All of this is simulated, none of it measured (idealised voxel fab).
Process module under the name voxel transistor to metal
We display cut, a cross-section 185 nm in width whose square cells are each 5 nm.
When this document writes out a cross-section, it uses a grid of square cells and lists it as bands, beginning at the top and moving down, with a band standing for one or more rows of cells. The entry gives the band's vertical extent as a top height and a bottom height in nm, then its horizontal make-up as materials from left to right, each with a width in nm. "blank" stands for empty space; a single material marked "everywhere" fills the band edge to edge. A quick word on heights: they are counted from 0, and under that level the wafer as it came to us is one material throughout. The lowest band is different from the rest in having no bottom; it simply continues downward, written as in "0 nm and below". Graded width ("30->40"): value in top row of band = first number; value in bottom row = second number; row-to-row change constant. No cell of the cross-section changed in a step that is given as "no alteration". Closed-off voids of 8+ cells (no open route to the top) go in "Enclosed void catalog", written width x height at distance from the left edge, in nm. Formally, on a step line, whatever follows the settings is a remark that the simulator itself makes on the step. "overlay nm" denotes, for a step that has a mask, the displacement of the mask to the right of its planned place, with negative values corresponding to the left.

THE PLANNED PROCESS STEPS ARE ENUMERATED HEREUNDER
1. RECEIVE (material Si)
2. OXIDIZE (depth nm 5)
3. CONFORMAL_DEP (material SiN; thk nm 15)
4. MASKED_ETCH (tone cover; mask id ACTIVE; width nm 110; etch materials SiN; depth nm 15; overlay nm 0)
5. MASKED_ETCH (tone cover; mask id ACTIVE; width nm 110; etch materials SiO2; depth nm 5; overlay nm 0)
6. MASKED_ETCH (tone cover; mask id ACTIVE; width nm 110; etch materials Si; depth nm 30; overlay nm 0)
7. FILL_DEP (material SiO2; thk nm 10)
8. CMP (height nm 15)
9. SELECTIVE_ETCH (etch materials SiO2; depth nm 5)
10. STRIP (etch materials SiN)
11. SELECTIVE_ETCH (etch materials SiO2; depth nm 5)
12. OXIDIZE (depth nm 5)
13. DIRECTIONAL_DEP (material polySi; thk nm 20)
14. DIRECTIONAL_DEP (material SiCN; thk nm 15)
15. MASKED_ETCH (tone cover; mask id GATE; width nm 20; etch materials SiCN; depth nm 25; overlay nm 0)
16. MASKED_ETCH (tone cover; mask id GATE; width nm 20; etch materials polySi; depth nm 30; overlay nm 0)
17. CONFORMAL_DEP (material SiN; thk nm 10)
18. DIRECTIONAL_ETCH (etch materials SiN; depth nm 10)
19. DIRECTIONAL_ETCH (etch materials SiO2; depth nm 5)
20. DIRECTIONAL_ETCH (etch materials Si; depth nm 5)
21. EPI (material nSi; thk nm 5)
22. FILL_DEP (material SiO2; thk nm 5)
23. CMP (height nm 30)
24. DIRECTIONAL_DEP (material SiO2; thk nm 15)
25. DIRECTIONAL_DEP (material aC; thk nm 10)
26. PATTERN (tone open; mask id CONTACT; material resist; width nm 20; pitch nm 80; thk nm 30; overlay nm 0)
27. DIRECTIONAL_ETCH (etch materials aC; depth nm 10)
28. STRIP (etch materials resist)
29. DIRECTIONAL_ETCH (etch materials SiO2; depth nm 55)
30. STRIP (etch materials aC)
31. CONFORMAL_DEP (material TiN; thk nm 5)
32. FILL_DEP (material Ru; thk nm 10)
33. CMP (height nm 45)
34. CONFORMAL_DEP (material SiN; thk nm 5)
35. DIRECTIONAL_DEP (material SiO2; thk nm 15)
36. MASKED_ETCH (tone open; mask id METAL_1; width nm 20; pitch nm 80; etch materials SiO2; depth nm 15; overlay nm 0)
37. MASKED_ETCH (tone open; mask id METAL_1; width nm 20; pitch nm 80; etch materials SiN; depth nm 5; overlay nm 0)
38. CONFORMAL_DEP (material TiN; thk nm 5)
39. FILL_DEP (material Cu; thk nm 5)
40. CMP (height nm 65)
41. EPI (material Ru; thk nm 5)
42. FILL_DEP (material SiCN; thk nm 5)
43. DIRECTIONAL_DEP (material lowk; thk nm 30)
44. MASKED_ETCH (tone open; mask id METAL_2; width nm 20; pitch nm 80; etch materials lowk; depth nm 15; overlay nm 0)
45. PATTERN (tone open; mask id METAL_2_HOLES; material resist; width nm 15; pitch nm 80; thk nm 15; overlay nm 0)
46. DIRECTIONAL_ETCH (etch materials lowk; depth nm 15)
47. DIRECTIONAL_ETCH (etch materials SiCN; depth nm 5)
48. STRIP (etch materials resist)
49. CONFORMAL_DEP (material TiN; thk nm 5)
50. FILL_DEP (material Cu; thk nm 10)
51. CMP (height nm 105)
52. CONFORMAL_DEP (material SiCN; thk nm 5)

FIRST OF TWO WAFERS, WITH THE RUN CARRIED OUT AS PLANNED

THIS IS THE CROSS-SECTION OF THE WAFER AS WE RECEIVED IT, I.E. AFTER STEP 1
- 0 nm and below | Si everywhere
- Enclosed void catalog: none

PRESENTED HERE IS A CROSS-SECTION OF THE WAFER AFTER STEP 2 HAS BEEN PERFORMED
- 0 nm to -5 nm | SiO2 everywhere
- Nothing below the height -5 has changed.

PRESENTED HERE IS A CROSS-SECTION OF THE WAFER AFTER STEP 3 HAS BEEN PERFORMED
- 15 nm to 0 nm | SiN everywhere
- Nothing below the height 0 has changed.

PRESENTED HERE IS A CROSS-SECTION OF THE WAFER AFTER STEP 4 HAS BEEN PERFORMED
- 15 nm to 0 nm | 35 nm blank | 110 nm SiN | 40 nm blank
- Nothing below the height 0 has changed.

PRESENTED HERE IS A CROSS-SECTION OF THE WAFER AFTER STEP 5 HAS BEEN PERFORMED
- 15 nm to 0 nm | 35 nm blank | 110 nm SiN | 40 nm blank
- 0 nm to -5 nm | 35 nm blank | 110 nm SiO2 | 40 nm blank
- Nothing below the height -5 has changed.

PRESENTED HERE IS A CROSS-SECTION OF THE WAFER AFTER STEP 6 HAS BEEN PERFORMED
- 15 nm to 0 nm | 35 nm blank | 110 nm SiN | 40 nm blank
- 0 nm to -5 nm | 35 nm blank | 110 nm SiO2 | 40 nm blank
- -5 nm to -35 nm | 35 nm blank | 110 nm Si | 40 nm blank
- Nothing below the height -35 has changed.

PRESENTED HERE IS A CROSS-SECTION OF THE WAFER AFTER STEP 7 HAS BEEN PERFORMED
- 25 nm to 15 nm | SiO2 everywhere
- 15 nm to 0 nm | 35 nm SiO2 | 110 nm SiN | 40 nm SiO2
- 0 nm to -5 nm | SiO2 everywhere
- -5 nm to -35 nm | 35 nm SiO2 | 110 nm Si | 40 nm SiO2
- Nothing below the height -35 has changed.

PRESENTED HERE IS A CROSS-SECTION OF THE WAFER AFTER STEP 8 HAS BEEN PERFORMED
- 15 nm to 0 nm | 35 nm SiO2 | 110 nm SiN | 40 nm SiO2
- Nothing below the height 0 has changed.

PRESENTED HERE IS A CROSS-SECTION OF THE WAFER AFTER STEP 9 HAS BEEN PERFORMED
- 15 nm to 10 nm | 35 nm blank | 110 nm SiN | 40 nm blank
- Nothing below the height 10 has changed.

PRESENTED HERE IS A CROSS-SECTION OF THE WAFER AFTER STEP 10 HAS BEEN PERFORMED
- 10 nm to 0 nm | 35 nm SiO2 | 110 nm blank | 40 nm SiO2
- Nothing below the height 0 has changed.

PRESENTED HERE IS A CROSS-SECTION OF THE WAFER AFTER STEP 11 HAS BEEN PERFORMED
- 5 nm to -5 nm | 30 nm SiO2 | 120 nm blank | 35 nm SiO2
- Nothing below the height -5 has changed.

PRESENTED HERE IS A CROSS-SECTION OF THE WAFER AFTER STEP 12 HAS BEEN PERFORMED
- 5 nm to -5 nm | 30 nm SiO2 | 120 nm blank | 35 nm SiO2
- -5 nm to -10 nm | SiO2 everywhere
- Nothing below the height -10 has changed.

PRESENTED HERE IS A CROSS-SECTION OF THE WAFER AFTER STEP 13 HAS BEEN PERFORMED
- 25 nm to 15 nm | 30 nm polySi | 120 nm blank | 35 nm polySi
- 15 nm to 5 nm | polySi everywhere
- 5 nm to -5 nm | 30 nm SiO2 | 120 nm polySi | 35 nm SiO2
- Nothing below the height -5 has changed.

PRESENTED HERE IS A CROSS-SECTION OF THE WAFER AFTER STEP 14 HAS BEEN PERFORMED
- 40 nm to 30 nm | 30 nm SiCN | 120 nm blank | 35 nm SiCN
- 30 nm to 25 nm | SiCN everywhere
- 25 nm to 15 nm | 30 nm polySi | 120 nm SiCN | 35 nm polySi
- Nothing below the height 15 has changed.

PRESENTED HERE IS A CROSS-SECTION OF THE WAFER AFTER STEP 15 HAS BEEN PERFORMED
- 30 nm to 25 nm | 80 nm blank | 20 nm SiCN | 85 nm blank
- 25 nm to 15 nm | 30 nm polySi | 50 nm blank | 20 nm SiCN | 50 nm blank | 35 nm polySi
- Nothing below the height 15 has changed.

PRESENTED HERE IS A CROSS-SECTION OF THE WAFER AFTER STEP 16 HAS BEEN PERFORMED
- 30 nm to 15 nm | 80 nm blank | 20 nm SiCN | 85 nm blank
- 15 nm to 5 nm | 80 nm blank | 20 nm polySi | 85 nm blank
- 5 nm to -5 nm | 30 nm SiO2 | 50 nm blank | 20 nm polySi | 50 nm blank | 35 nm SiO2
- Nothing below the height -5 has changed.

PRESENTED HERE IS A CROSS-SECTION OF THE WAFER AFTER STEP 17 HAS BEEN PERFORMED
- 40 nm to 30 nm | 70 nm blank | 40 nm SiN | 75 nm blank
- 30 nm to 15 nm | 70 nm blank | 10 nm SiN | 20 nm SiCN | 10 nm SiN | 75 nm blank
- 15 nm to 5 nm | 40 nm SiN | 30 nm blank | 10 nm SiN | 20 nm polySi | 10 nm SiN | 30 nm blank | 45 nm SiN
- 5 nm to -5 nm | 30 nm SiO2 | 50 nm SiN | 20 nm polySi | 50 nm SiN | 35 nm SiO2
- Nothing below the height -5 has changed.

PRESENTED HERE IS A CROSS-SECTION OF THE WAFER AFTER STEP 18 HAS BEEN PERFORMED
- 30 nm to 15 nm | 70 nm blank | 10 nm SiN | 20 nm SiCN | 10 nm SiN | 75 nm blank
- 15 nm to 5 nm | 70 nm blank | 10 nm SiN | 20 nm polySi | 10 nm SiN | 75 nm blank
- 5 nm to -5 nm | 30 nm SiO2 | 10 nm SiN | 30 nm blank | 10 nm SiN | 20 nm polySi | 10 nm SiN | 30 nm blank | 10 nm SiN | 35 nm SiO2
- Nothing below the height -5 has changed.

PRESENTED HERE IS A CROSS-SECTION OF THE WAFER AFTER STEP 19 HAS BEEN PERFORMED
- 30 nm to 15 nm | 70 nm blank | 10 nm SiN | 20 nm SiCN | 10 nm SiN | 75 nm blank
- 15 nm to 5 nm | 70 nm blank | 10 nm SiN | 20 nm polySi | 10 nm SiN | 75 nm blank
- 5 nm to 0 nm | 30 nm blank | 10 nm SiN | 30 nm blank | 10 nm SiN | 20 nm polySi | 10 nm SiN | 30 nm blank | 10 nm SiN | 35 nm blank
- 0 nm to -5 nm | 30 nm SiO2 | 10 nm SiN | 30 nm blank | 10 nm SiN | 20 nm polySi | 10 nm SiN | 30 nm blank | 10 nm SiN | 35 nm SiO2
- -5 nm to -10 nm | 40 nm SiO2 | 30 nm blank | 40 nm SiO2 | 30 nm blank | 45 nm SiO2
- Nothing below the height -10 has changed.

PRESENTED HERE IS A CROSS-SECTION OF THE WAFER AFTER STEP 20 HAS BEEN PERFORMED
- 30 nm to 15 nm | 70 nm blank | 10 nm SiN | 20 nm SiCN | 10 nm SiN | 75 nm blank
- 15 nm to 5 nm | 70 nm blank | 10 nm SiN | 20 nm polySi | 10 nm SiN | 75 nm blank
- 5 nm to 0 nm | 30 nm blank | 10 nm SiN | 30 nm blank | 10 nm SiN | 20 nm polySi | 10 nm SiN | 30 nm blank | 10 nm SiN | 35 nm blank
- 0 nm to -5 nm | 30 nm SiO2 | 10 nm SiN | 30 nm blank | 10 nm SiN | 20 nm polySi | 10 nm SiN | 30 nm blank | 10 nm SiN | 35 nm SiO2
- -5 nm to -10 nm | 40 nm SiO2 | 30 nm blank | 40 nm SiO2 | 30 nm blank | 45 nm SiO2
- -10 nm to -15 nm | 35 nm SiO2 | 5 nm Si | 30 nm blank | 40 nm Si | 30 nm blank | 5 nm Si | 40 nm SiO2
- Nothing below the height -15 has changed.

PRESENTED HERE IS A CROSS-SECTION OF THE WAFER AFTER STEP 21 HAS BEEN PERFORMED
- 30 nm to 15 nm | 70 nm blank | 10 nm SiN | 20 nm SiCN | 10 nm SiN | 75 nm blank
- 15 nm to 5 nm | 70 nm blank | 10 nm SiN | 20 nm polySi | 10 nm SiN | 75 nm blank
- 5 nm to 0 nm | 30 nm blank | 10 nm SiN | 30 nm blank | 10 nm SiN | 20 nm polySi | 10 nm SiN | 30 nm blank | 10 nm SiN | 35 nm blank
- 0 nm to -5 nm | 30 nm SiO2 | 10 nm SiN | 30 nm blank | 10 nm SiN | 20 nm polySi | 10 nm SiN | 30 nm blank | 10 nm SiN | 35 nm SiO2
- -5 nm to -10 nm | 40 nm SiO2 | 5 nm nSi | 20 nm blank | 5 nm nSi | 40 nm SiO2 | 5 nm nSi | 20 nm blank | 5 nm nSi | 45 nm SiO2
- -10 nm to -15 nm | 35 nm SiO2 | 5 nm Si | 30 nm nSi | 40 nm Si | 30 nm nSi | 5 nm Si | 40 nm SiO2
- Nothing below the height -15 has changed.

PRESENTED HERE IS A CROSS-SECTION OF THE WAFER AFTER STEP 22 HAS BEEN PERFORMED
- 35 nm to 30 nm | SiO2 everywhere
- 30 nm to 15 nm | 70 nm SiO2 | 10 nm SiN | 20 nm SiCN | 10 nm SiN | 75 nm SiO2
- 15 nm to 5 nm | 70 nm SiO2 | 10 nm SiN | 20 nm polySi | 10 nm SiN | 75 nm SiO2
- 5 nm to -5 nm | 30 nm SiO2 | 10 nm SiN | 30 nm SiO2 | 10 nm SiN | 20 nm polySi | 10 nm SiN | 30 nm SiO2 | 10 nm SiN | 35 nm SiO2
- -5 nm to -10 nm | 40 nm SiO2 | 5 nm nSi | 20 nm SiO2 | 5 nm nSi | 40 nm SiO2 | 5 nm nSi | 20 nm SiO2 | 5 nm nSi | 45 nm SiO2
- Nothing below the height -10 has changed.

PRESENTED HERE IS A CROSS-SECTION OF THE WAFER AFTER STEP 23 HAS BEEN PERFORMED
- 30 nm to 15 nm | 70 nm SiO2 | 10 nm SiN | 20 nm SiCN | 10 nm SiN | 75 nm SiO2
- Nothing below the height 15 has changed.

PRESENTED HERE IS A CROSS-SECTION OF THE WAFER AFTER STEP 24 HAS BEEN PERFORMED
- 45 nm to 30 nm | SiO2 everywhere
- Nothing below the height 30 has changed.

PRESENTED HERE IS A CROSS-SECTION OF THE WAFER AFTER STEP 25 HAS BEEN PERFORMED
- 55 nm to 45 nm | aC everywhere
- Nothing below the height 45 has changed.

PRESENTED HERE IS A CROSS-SECTION OF THE WAFER AFTER STEP 26 HAS BEEN PERFORMED
- 85 nm to 55 nm | 40 nm resist | 20 nm blank | 60 nm resist | 20 nm blank | 45 nm resist
- Nothing below the height 55 has changed.

PRESENTED HERE IS A CROSS-SECTION OF THE WAFER AFTER STEP 27 HAS BEEN PERFORMED
- 75 nm to 55 nm | 40 nm resist | 20 nm blank | 60 nm resist | 20 nm blank | 45 nm resist
- 55 nm to 45 nm | 40 nm aC | 20 nm blank | 60 nm aC | 20 nm blank | 45 nm aC
- Nothing below the height 45 has changed.

PRESENTED HERE IS A CROSS-SECTION OF THE WAFER AFTER STEP 28 HAS BEEN PERFORMED
- 55 nm to 45 nm | 40 nm aC | 20 nm blank | 60 nm aC | 20 nm blank | 45 nm aC
- Nothing below the height 45 has changed.

PRESENTED HERE IS A CROSS-SECTION OF THE WAFER AFTER STEP 29 HAS BEEN PERFORMED
- 55 nm to 45 nm | 40 nm aC | 20 nm blank | 60 nm aC | 20 nm blank | 45 nm aC
- 45 nm to 30 nm | 40 nm SiO2 | 20 nm blank | 60 nm SiO2 | 20 nm blank | 45 nm SiO2
- 30 nm to 15 nm | 40 nm SiO2 | 20 nm blank | 10 nm SiO2 | 10 nm SiN | 20 nm SiCN | 10 nm SiN | 10 nm SiO2 | 20 nm blank | 45 nm SiO2
- 15 nm to 5 nm | 40 nm SiO2 | 20 nm blank | 10 nm SiO2 | 10 nm SiN | 20 nm polySi | 10 nm SiN | 10 nm SiO2 | 20 nm blank | 45 nm SiO2
- 5 nm to -5 nm | 30 nm SiO2 | 10 nm SiN | 20 nm blank | 10 nm SiO2 | 10 nm SiN | 20 nm polySi | 10 nm SiN | 10 nm SiO2 | 20 nm blank | 10 nm SiN | 35 nm SiO2
- -5 nm to -10 nm | 40 nm SiO2 | 5 nm nSi | 15 nm blank | 5 nm SiO2 | 5 nm nSi | 40 nm SiO2 | 5 nm nSi | 5 nm SiO2 | 15 nm blank | 5 nm nSi | 45 nm SiO2
- Nothing below the height -10 has changed.

PRESENTED HERE IS A CROSS-SECTION OF THE WAFER AFTER STEP 30 HAS BEEN PERFORMED
- 45 nm to 30 nm | 40 nm SiO2 | 20 nm blank | 60 nm SiO2 | 20 nm blank | 45 nm SiO2
- Nothing below the height 30 has changed.

PRESENTED HERE IS A CROSS-SECTION OF THE WAFER AFTER STEP 31 HAS BEEN PERFORMED
- 50 nm to 45 nm | 45 nm TiN | 10 nm blank | 70 nm TiN | 10 nm blank | 50 nm TiN
- 45 nm to 30 nm | 40 nm SiO2 | 5 nm TiN | 10 nm blank | 5 nm TiN | 60 nm SiO2 | 5 nm TiN | 10 nm blank | 5 nm TiN | 45 nm SiO2
- 30 nm to 15 nm | 40 nm SiO2 | 5 nm TiN | 10 nm blank | 5 nm TiN | 10 nm SiO2 | 10 nm SiN | 20 nm SiCN | 10 nm SiN | 10 nm SiO2 | 5 nm TiN | 10 nm blank | 5 nm TiN | 45 nm SiO2
- 15 nm to 5 nm | 40 nm SiO2 | 5 nm TiN | 10 nm blank | 5 nm TiN | 10 nm SiO2 | 10 nm SiN | 20 nm polySi | 10 nm SiN | 10 nm SiO2 | 5 nm TiN | 10 nm blank | 5 nm TiN | 45 nm SiO2
- 5 nm to -5 nm | 30 nm SiO2 | 10 nm SiN | 5->10 nm TiN | 10->5 nm blank | 5 nm TiN | 10 nm SiO2 | 10 nm SiN | 20 nm polySi | 10 nm SiN | 10 nm SiO2 | 5 nm TiN | 10->5 nm blank | 5->10 nm TiN | 10 nm SiN | 35 nm SiO2
- -5 nm to -10 nm | 40 nm SiO2 | 5 nm nSi | 15 nm TiN | 5 nm SiO2 | 5 nm nSi | 40 nm SiO2 | 5 nm nSi | 5 nm SiO2 | 15 nm TiN | 5 nm nSi | 45 nm SiO2
- Nothing below the height -10 has changed.

PRESENTED HERE IS A CROSS-SECTION OF THE WAFER AFTER STEP 32 HAS BEEN PERFORMED
- 60 nm to 50 nm | Ru everywhere
- 50 nm to 45 nm | 45 nm TiN | 10 nm Ru | 70 nm TiN | 10 nm Ru | 50 nm TiN
- 45 nm to 30 nm | 40 nm SiO2 | 5 nm TiN | 10 nm Ru | 5 nm TiN | 60 nm SiO2 | 5 nm TiN | 10 nm Ru | 5 nm TiN | 45 nm SiO2
- 30 nm to 15 nm | 40 nm SiO2 | 5 nm TiN | 10 nm Ru | 5 nm TiN | 10 nm SiO2 | 10 nm SiN | 20 nm SiCN | 10 nm SiN | 10 nm SiO2 | 5 nm TiN | 10 nm Ru | 5 nm TiN | 45 nm SiO2
- 15 nm to 5 nm | 40 nm SiO2 | 5 nm TiN | 10 nm Ru | 5 nm TiN | 10 nm SiO2 | 10 nm SiN | 20 nm polySi | 10 nm SiN | 10 nm SiO2 | 5 nm TiN | 10 nm Ru | 5 nm TiN | 45 nm SiO2
- 5 nm to -5 nm | 30 nm SiO2 | 10 nm SiN | 5->10 nm TiN | 10->5 nm Ru | 5 nm TiN | 10 nm SiO2 | 10 nm SiN | 20 nm polySi | 10 nm SiN | 10 nm SiO2 | 5 nm TiN | 10->5 nm Ru | 5->10 nm TiN | 10 nm SiN | 35 nm SiO2
- Nothing below the height -5 has changed.

PRESENTED HERE IS A CROSS-SECTION OF THE WAFER AFTER STEP 33 HAS BEEN PERFORMED
- 45 nm to 30 nm | 40 nm SiO2 | 5 nm TiN | 10 nm Ru | 5 nm TiN | 60 nm SiO2 | 5 nm TiN | 10 nm Ru | 5 nm TiN | 45 nm SiO2
- Nothing below the height 30 has changed.

PRESENTED HERE IS A CROSS-SECTION OF THE WAFER AFTER STEP 34 HAS BEEN PERFORMED
- 50 nm to 45 nm | SiN everywhere
- Nothing below the height 45 has changed.

PRESENTED HERE IS A CROSS-SECTION OF THE WAFER AFTER STEP 35 HAS BEEN PERFORMED
- 65 nm to 50 nm | SiO2 everywhere
- Nothing below the height 50 has changed.

PRESENTED HERE IS A CROSS-SECTION OF THE WAFER AFTER STEP 36 HAS BEEN PERFORMED
- 65 nm to 50 nm | 40 nm SiO2 | 20 nm blank | 60 nm SiO2 | 20 nm blank | 45 nm SiO2
- Nothing below the height 50 has changed.

PRESENTED HERE IS A CROSS-SECTION OF THE WAFER AFTER STEP 37 HAS BEEN PERFORMED
- 65 nm to 50 nm | 40 nm SiO2 | 20 nm blank | 60 nm SiO2 | 20 nm blank | 45 nm SiO2
- 50 nm to 45 nm | 40 nm SiN | 20 nm blank | 60 nm SiN | 20 nm blank | 45 nm SiN
- Nothing below the height 45 has changed.

PRESENTED HERE IS A CROSS-SECTION OF THE WAFER AFTER STEP 38 HAS BEEN PERFORMED
- 70 nm to 65 nm | 45 nm TiN | 10 nm blank | 70 nm TiN | 10 nm blank | 50 nm TiN
- 65 nm to 50 nm | 40 nm SiO2 | 5 nm TiN | 10 nm blank | 5 nm TiN | 60 nm SiO2 | 5 nm TiN | 10 nm blank | 5 nm TiN | 45 nm SiO2
- 50 nm to 45 nm | 40 nm SiN | 20 nm TiN | 60 nm SiN | 20 nm TiN | 45 nm SiN
- Nothing below the height 45 has changed.

PRESENTED HERE IS A CROSS-SECTION OF THE WAFER AFTER STEP 39 HAS BEEN PERFORMED
- 75 nm to 70 nm | Cu everywhere
- 70 nm to 65 nm | 45 nm TiN | 10 nm Cu | 70 nm TiN | 10 nm Cu | 50 nm TiN
- 65 nm to 50 nm | 40 nm SiO2 | 5 nm TiN | 10 nm Cu | 5 nm TiN | 60 nm SiO2 | 5 nm TiN | 10 nm Cu | 5 nm TiN | 45 nm SiO2
- Nothing below the height 50 has changed.

PRESENTED HERE IS A CROSS-SECTION OF THE WAFER AFTER STEP 40 HAS BEEN PERFORMED
- 65 nm to 50 nm | 40 nm SiO2 | 5 nm TiN | 10 nm Cu | 5 nm TiN | 60 nm SiO2 | 5 nm TiN | 10 nm Cu | 5 nm TiN | 45 nm SiO2
- Nothing below the height 50 has changed.

PRESENTED HERE IS A CROSS-SECTION OF THE WAFER AFTER STEP 41 HAS BEEN PERFORMED
- 70 nm to 65 nm | 35 nm blank | 30 nm Ru | 50 nm blank | 30 nm Ru | 40 nm blank
- Nothing below the height 65 has changed.

PRESENTED HERE IS A CROSS-SECTION OF THE WAFER AFTER STEP 42 HAS BEEN PERFORMED
- 75 nm to 70 nm | SiCN everywhere
- 70 nm to 65 nm | 35 nm SiCN | 30 nm Ru | 50 nm SiCN | 30 nm Ru | 40 nm SiCN
- Nothing below the height 65 has changed.

PRESENTED HERE IS A CROSS-SECTION OF THE WAFER AFTER STEP 43 HAS BEEN PERFORMED
- 105 nm to 75 nm | lowk everywhere
- Nothing below the height 75 has changed.

PRESENTED HERE IS A CROSS-SECTION OF THE WAFER AFTER STEP 44 HAS BEEN PERFORMED
- 105 nm to 90 nm | 40 nm lowk | 20 nm blank | 60 nm lowk | 20 nm blank | 45 nm lowk
- Nothing below the height 90 has changed.

PRESENTED HERE IS A CROSS-SECTION OF THE WAFER AFTER STEP 45 HAS BEEN PERFORMED
- 120 nm to 105 nm | 40 nm resist | 15 nm blank | 65 nm resist | 15 nm blank | 50 nm resist
- 105 nm to 90 nm | 40 nm lowk | 15 nm blank | 5 nm resist | 60 nm lowk | 15 nm blank | 5 nm resist | 45 nm lowk
- Nothing below the height 90 has changed.

PRESENTED HERE IS A CROSS-SECTION OF THE WAFER AFTER STEP 46 HAS BEEN PERFORMED
- 120 nm to 105 nm | 40 nm resist | 15 nm blank | 65 nm resist | 15 nm blank | 50 nm resist
- 105 nm to 90 nm | 40 nm lowk | 15 nm blank | 5 nm resist | 60 nm lowk | 15 nm blank | 5 nm resist | 45 nm lowk
- 90 nm to 75 nm | 40 nm lowk | 15 nm blank | 65 nm lowk | 15 nm blank | 50 nm lowk
- Nothing below the height 75 has changed.

PRESENTED HERE IS A CROSS-SECTION OF THE WAFER AFTER STEP 47 HAS BEEN PERFORMED
- 120 nm to 105 nm | 40 nm resist | 15 nm blank | 65 nm resist | 15 nm blank | 50 nm resist
- 105 nm to 90 nm | 40 nm lowk | 15 nm blank | 5 nm resist | 60 nm lowk | 15 nm blank | 5 nm resist | 45 nm lowk
- 90 nm to 75 nm | 40 nm lowk | 15 nm blank | 65 nm lowk | 15 nm blank | 50 nm lowk
- 75 nm to 70 nm | 40 nm SiCN | 15 nm blank | 65 nm SiCN | 15 nm blank | 50 nm SiCN
- Nothing below the height 70 has changed.

PRESENTED HERE IS A CROSS-SECTION OF THE WAFER AFTER STEP 48 HAS BEEN PERFORMED
- 105 nm to 90 nm | 40 nm lowk | 20 nm blank | 60 nm lowk | 20 nm blank | 45 nm lowk
- Nothing below the height 90 has changed.

PRESENTED HERE IS A CROSS-SECTION OF THE WAFER AFTER STEP 49 HAS BEEN PERFORMED
- 110 nm to 105 nm | 45 nm TiN | 10 nm blank | 70 nm TiN | 10 nm blank | 50 nm TiN
- 105 nm to 95 nm | 40 nm lowk | 5 nm TiN | 10 nm blank | 5 nm TiN | 60 nm lowk | 5 nm TiN | 10 nm blank | 5 nm TiN | 45 nm lowk
- 95 nm to 90 nm | 40 nm lowk | 5 nm TiN | 5 nm blank | 10 nm TiN | 60 nm lowk | 5 nm TiN | 5 nm blank | 10 nm TiN | 45 nm lowk
- 90 nm to 75 nm | 40 nm lowk | 5 nm TiN | 5 nm blank | 5 nm TiN | 65 nm lowk | 5 nm TiN | 5 nm blank | 5 nm TiN | 50 nm lowk
- 75 nm to 70 nm | 40 nm SiCN | 15 nm TiN | 65 nm SiCN | 15 nm TiN | 50 nm SiCN
- Nothing below the height 70 has changed.

PRESENTED HERE IS A CROSS-SECTION OF THE WAFER AFTER STEP 50 HAS BEEN PERFORMED
- 120 nm to 110 nm | Cu everywhere
- 110 nm to 105 nm | 45 nm TiN | 10 nm Cu | 70 nm TiN | 10 nm Cu | 50 nm TiN
- 105 nm to 95 nm | 40 nm lowk | 5 nm TiN | 10 nm Cu | 5 nm TiN | 60 nm lowk | 5 nm TiN | 10 nm Cu | 5 nm TiN | 45 nm lowk
- 95 nm to 90 nm | 40 nm lowk | 5 nm TiN | 5 nm Cu | 10 nm TiN | 60 nm lowk | 5 nm TiN | 5 nm Cu | 10 nm TiN | 45 nm lowk
- 90 nm to 75 nm | 40 nm lowk | 5 nm TiN | 5 nm Cu | 5 nm TiN | 65 nm lowk | 5 nm TiN | 5 nm Cu | 5 nm TiN | 50 nm lowk
- Nothing below the height 75 has changed.

PRESENTED HERE IS A CROSS-SECTION OF THE WAFER AFTER STEP 51 HAS BEEN PERFORMED
- 105 nm to 95 nm | 40 nm lowk | 5 nm TiN | 10 nm Cu | 5 nm TiN | 60 nm lowk | 5 nm TiN | 10 nm Cu | 5 nm TiN | 45 nm lowk
- Nothing below the height 95 has changed.

PRESENTED HERE IS A CROSS-SECTION OF THE WAFER AFTER STEP 52 HAS BEEN PERFORMED
- 110 nm to 105 nm | SiCN everywhere
- Nothing below the height 105 has changed.

THE SECOND WAFER: IDENTICAL TO THE FIRST AT THE OUTSET AND IN ITS PLANNED SEQUENCE, DIFFERING ONLY IN THAT ONE MISTAKE WAS MADE DURING PROCESSING; UP TO AND INCLUDING STEP 44, ITS PATH IS THE FIRST WAFER'S PATH

Cross-section, second wafer, at the end time the plan gives for step 45: no alteration

CROSS-SECTION, SECOND WAFER, AT THE END TIME THE PLAN GIVES FOR STEP 46
- 90 nm to 75 nm | 40 nm lowk | 20 nm blank | 60 nm lowk | 20 nm blank | 45 nm lowk
- Nothing below the height 75 has changed.

CROSS-SECTION, SECOND WAFER, AT THE END TIME THE PLAN GIVES FOR STEP 47
- 90 nm to 75 nm | 40 nm lowk | 20 nm blank | 60 nm lowk | 20 nm blank | 45 nm lowk
- 75 nm to 70 nm | 40 nm SiCN | 20 nm blank | 60 nm SiCN | 20 nm blank | 45 nm SiCN
- Nothing below the height 70 has changed.

Cross-section, second wafer, at the end time the plan gives for step 48: no alteration

CROSS-SECTION, SECOND WAFER, AT THE END TIME THE PLAN GIVES FOR STEP 49
- 95 nm to 90 nm | 45 nm TiN | 10 nm blank | 70 nm TiN | 10 nm blank | 50 nm TiN
- 90 nm to 75 nm | 40 nm lowk | 5 nm TiN | 10 nm blank | 5 nm TiN | 60 nm lowk | 5 nm TiN | 10 nm blank | 5 nm TiN | 45 nm lowk
- 75 nm to 70 nm | 40 nm SiCN | 20 nm TiN | 60 nm SiCN | 20 nm TiN | 45 nm SiCN
- Nothing below the height 70 has changed.

CROSS-SECTION, SECOND WAFER, AT THE END TIME THE PLAN GIVES FOR STEP 50
- 105 nm to 95 nm | Cu everywhere
- 95 nm to 90 nm | 45 nm TiN | 10 nm Cu | 70 nm TiN | 10 nm Cu | 50 nm TiN
- 90 nm to 75 nm | 40 nm lowk | 5 nm TiN | 10 nm Cu | 5 nm TiN | 60 nm lowk | 5 nm TiN | 10 nm Cu | 5 nm TiN | 45 nm lowk
- Nothing below the height 75 has changed.

Cross-section, second wafer, at the end time the plan gives for step 51: no alteration

CROSS-SECTION, SECOND WAFER, AT THE END TIME THE PLAN GIVES FOR STEP 52
- 110 nm to 105 nm | SiCN everywhere
- Nothing below the height 105 has changed.
Heads up, the wafer didn't run the way we planned it: plan step 45: skipped, not run
FYI, end of process, the second wafer has more or fewer cells of some materials than the first: 74 more of Cu; 2 fewer of SiCN; 21 more of TiN; 93 fewer of lowk
